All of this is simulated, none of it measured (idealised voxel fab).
You're looking at the process module voxel trench capacitor.
For reference, the cross-section in this document is cut, with width 210 nm and square cells of 5 nm.
In what follows, cross-sections appear as grids of square cells, described through bands that run from the top down, where every band is one or more rows of cells. For a band, the entry starts with two heights in nm, that of the top and then that of the bottom, and carries on with the band's materials in order from left to right, each alongside its width in nm; the word "all across" beside a single material means it fills the band edge to edge, and "empty" means empty space. The reference from which all heights are counted is 0, the level beneath which the as-received wafer is entirely one material; the lowest band, having no lower bound, proceeds downward and is written after the example "from 0 down". Note: "30 to 40" means the width goes from the first number (top row of the band) to the second number (bottom row) in equal steps per row of cells. Key: "same as before" - step with no changed cell in the cross-section. "Closed void entries": empty spaces of 8 cells or more with no open way to the top, each given as width x height at distance, distance from the left edge, all in nm. If you see something after the settings on a step's line, that's the simulator's own remark about that step. On any step carrying a mask, the "overlay nm" setting, if present on the step's line, tells how far right of its planned place the mask lay; negative values point to the left.
## This section lists the process steps that were planned
- 1: RECEIVE (material Si)
- 2: CONFORMAL_DEP (material SiN; thk nm 5)
- 3: PATTERN (tone open; mask id TRENCH; material resist; width nm 20; pitch nm 35; thk nm 15; overlay nm 0)
- 4: DIRECTIONAL_ETCH (etch materials SiN; depth nm 10)
- 5: DIRECTIONAL_ETCH (etch materials Si; depth nm 25)
- 6: STRIP (etch materials resist)
- 7: CONFORMAL_DEP (material SiO2; thk nm 5)
- 8: FILL_DEP (material polySi; thk nm 5)
- 9: CMP (height nm 10)
Among the wafers covered here, the point of difference is the thk nm at step 2; their starting state is shared, and the plan presents the value of the first wafer.
## First of several wafers (as received, post step 1), cross-sectional view
* from 0 down | Si all across
* Closed void entries: none
## End-of-module cross-section, first of several wafers, after last step 9
* from 10 to 5 | SiO2=45, then polySi=10, then SiO2=25, then polySi=10, then SiO2=25, then polySi=10, then SiO2=25, then polySi=10, then SiO2=50
* from 5 to 0 | SiN=40, then SiO2=5, then polySi=10, then SiO2=5, then SiN=15, then SiO2=5, then polySi=10, then SiO2=5, then SiN=15, then SiO2=5, then polySi=10, then SiO2=5, then SiN=15, then SiO2=5, then polySi=10, then SiO2=5, then SiN=45
* from 0 to -20 | Si=40, then SiO2=5, then polySi=10, then SiO2=5, then Si=15, then SiO2=5, then polySi=10, then SiO2=5, then Si=15, then SiO2=5, then polySi=10, then SiO2=5, then Si=15, then SiO2=5, then polySi=10, then SiO2=5, then Si=45
* from -20 to -25 | Si=40, then SiO2=20, then Si=15, then SiO2=20, then Si=15, then SiO2=20, then Si=15, then SiO2=20, then Si=45
* from -25 down | Si all across
* Closed void entries: none
## last wafer at the end
* from 10 to 0 | SiN all across
* from 0 down | Si all across
* Closed void entries: none
## Per wafer (row), end of module: delta in cells per material since receipt, (+) for gained, (-) for lost; closed voids after that
thk nm 5, -80 Si, +26 SiN, +90 SiO2, +48 polySi, Closed void entries: none
thk nm 10, -80 Si, +52 SiN, +64 SiO2, +48 polySi, Closed void entries: none
thk nm 15, +68 SiN, +16 SiO2, Closed void entries: none
thk nm 20, +84 SiN, Closed void entries: none
thk nm 25, +84 SiN, Closed void entries: none
